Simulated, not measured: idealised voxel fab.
The name of this process module is voxel ribs on slabs.
Section cut is 270 nm wide and gridded with 5 nm square cells.
Cross-section spec: square-cell grid; bands listed top down; each band is one or more rows.
A band entry consists of two parts. The first gives the height of the band's top and the height of its bottom, in nm. The rest lists the band's materials from left to right, each with its width in nm. A single material labelled with the word "all across" fills the band from edge to edge, and the word "empty" marks empty space.
All heights in this document are referenced to 0, defined as the level beneath which the wafer, as received, consists entirely of one material. The lowest band is not bounded below; it extends indefinitely downward and is written in the form "from 0 down".
A width such as "30 to 40" changes by the same amount from each row of cells to the next, from the band's top row to its bottom row.
Step note "nothing got changed" = no cross-section cell changed.
"Sealed void listing" contains a list of empty spaces, each no smaller than 8 cells and without an open way to the top, written in the form width x height at distance with the distance from the left edge and all three in nm.
Past the settings on a step's line: simulator remark, on that step.
overlay nm: for a step with a mask, the amount by which the mask lay right of where it was planned; a negative amount means left of it.
## Planned step list for the process
1,RECEIVE,material Si
2,DIRECTIONAL_DEP,material SiO2,thk nm 30
3,DIRECTIONAL_DEP,material polySi,thk nm 20
4,PATTERN,tone cover,mask id RIB,material resist,width nm 30,thk nm 20,overlay nm 0
5,DIRECTIONAL_ETCH,etch materials polySi,depth nm 10
6,STRIP,etch materials resist
7,MASKED_ETCH,tone cover,mask id SLAB,width nm 60,etch materials polySi,depth nm 10,overlay nm -15
8,FILL_DEP,material SiO2,thk nm 20
9,CMP,height nm 60
10,DIRECTIONAL_DEP,material W,thk nm 5
11,MASKED_ETCH,tone cover,mask id HEATER,width nm 40,etch materials W,depth nm 5,overlay nm 0
12,CONFORMAL_DEP,material SiO2,thk nm 5
Among the wafers covered here, the point of difference is the overlay nm at step 7; their starting state is shared, and the plan presents the value of the first wafer.
## This is how the first of several wafers looked in cross-section when it arrived, which is after step 1
- from 0 down = Si all across
- Sealed void listing: none
## At the end of the module, after its last step, step 12, the first of several wafers appears in cross-section as follows
- from 70 to 65 = 110 of empty, 50 of SiO2, 110 of empty
- from 65 to 60 = 115 of SiO2, 40 of W, 115 of SiO2
- from 60 to 50 = SiO2 all across
- from 50 to 40 = 120 of SiO2, 30 of polySi, 120 of SiO2
- from 40 to 30 = 90 of SiO2, 60 of polySi, 120 of SiO2
- from 30 to 0 = SiO2 all across
- from 0 down = Si all across
- Sealed void listing: none
## Cross-section, module end, final of several wafers
- from 70 to 65 = 110 of empty, 50 of SiO2, 110 of empty
- from 65 to 60 = 115 of SiO2, 40 of W, 115 of SiO2
- from 60 to 50 = SiO2 all across
- from 50 to 40 = 120 of SiO2, 30 of polySi, 120 of SiO2
- from 40 to 30 = 120 of SiO2, 60 of polySi, 90 of SiO2
- from 30 to 0 = SiO2 all across
- from 0 down = Si all across
- Sealed void listing: none
## Below: a row per wafer. Contents at end of module: for every material, cells gained since receipt (+) or lost since receipt (-); then closed voids
overlay nm -15, +668 SiO2, +8 W, +36 polySi, Sealed void listing: none
overlay nm -10, +668 SiO2, +8 W, +36 polySi, Sealed void listing: none
overlay nm -5, +668 SiO2, +8 W, +36 polySi, Sealed void listing: none
overlay nm 0, +668 SiO2, +8 W, +36 polySi, Sealed void listing: none
overlay nm 5, +668 SiO2, +8 W, +36 polySi, Sealed void listing: none
overlay nm 10, +668 SiO2, +8 W, +36 polySi, Sealed void listing: none
overlay nm 15, +668 SiO2, +8 W, +36 polySi, Sealed void listing: none
